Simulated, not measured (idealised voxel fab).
The name of this process module is voxel plated lines.
Pictured: cross-section cut, 240 nm wide, on a grid of 5 nm square cells.
A cross-section in this document is a grid of square cells, and it is written down as bands, the top band listed before the ones below it; a band is made up of one or more rows of cells. Within each band entry, the heights of the top and of the bottom of the band appear first, in that order and in nm; the materials of the band then follow from left to right, each with its corresponding width in nm. The designation "edge to edge" on a single material indicates that it fills the band from edge to edge; the designation "air" indicates empty space. The level at which height equals 0 is the one under which the wafer, as it arrives, is entirely one material. No lower edge exists for the bottom band, which continues downward and is notated as in "0 and below". It should be noted that a width expressed as "30..40" varies in equal increments from row to row of cells within the band, taking the value of the first number at the top row and that of the second number at the bottom row. Where a step carries "everything unchanged", the cross-section came out of it unchanged, cell for cell. You'll see "Sealed internal voids" listing empty spaces that have no way open to the top, as long as they're 8 cells or more; the notation is width x height at distance, where the distance is from the left edge, and all of it is in nm. If you see something after the settings on a step's line, that's the simulator's own remark about that step. Each step line may optionally specify "overlay nm", which for a step with a mask gives the rightward distance between the mask's planned place and where it lay, a negative value indicating the leftward direction.

-- These are the steps we planned for the process
1: RECEIVE: material Si
2: CONFORMAL_DEP: material SiO2, thk nm 5
3: DIRECTIONAL_DEP: material TiN, thk nm 5
4: PATTERN: tone open, mask id LINES, material resist, width nm 20, pitch nm 50, thk nm 15, overlay nm 0
5: EPI: material Ru, thk nm 5
6: STRIP: etch materials resist
7: DIRECTIONAL_ETCH: etch materials TiN, depth nm 5
8: CONFORMAL_DEP: material SiN, thk nm 5

-- The cross-section here shows the wafer as received, i.e. in its state after step 1
    0 and below: Si edge to edge
    Sealed internal voids: none

-- Result of the module, cross-sectioned: start per above, plan per above, one error in how it was run
    30 down to 25: air: 30 / SiN: 30 / air: 20 / SiN: 30 / air: 20 / SiN: 30 / air: 20 / SiN: 30 / air: 30
    25 down to 20: air: 30 / SiN: 5 / Ru: 20 / SiN: 5 / air: 20 / SiN: 5 / Ru: 20 / SiN: 5 / air: 20 / SiN: 5 / Ru: 20 / SiN: 5 / air: 20 / SiN: 5 / Ru: 20 / SiN: 5 / air: 30
    20 down to 15: SiN: 35 / TiN: 20 / SiN: 30 / TiN: 20 / SiN: 30 / TiN: 20 / SiN: 30 / TiN: 20 / SiN: 35
    15 down to 0: SiO2 edge to edge
    0 and below: Si edge to edge
    Sealed internal voids: none
In executing the process, a mistake was made relative to the plan: for step 2, the planned setting was not used; the step was instead run as CONFORMAL_DEP: material SiO2, thk nm 15
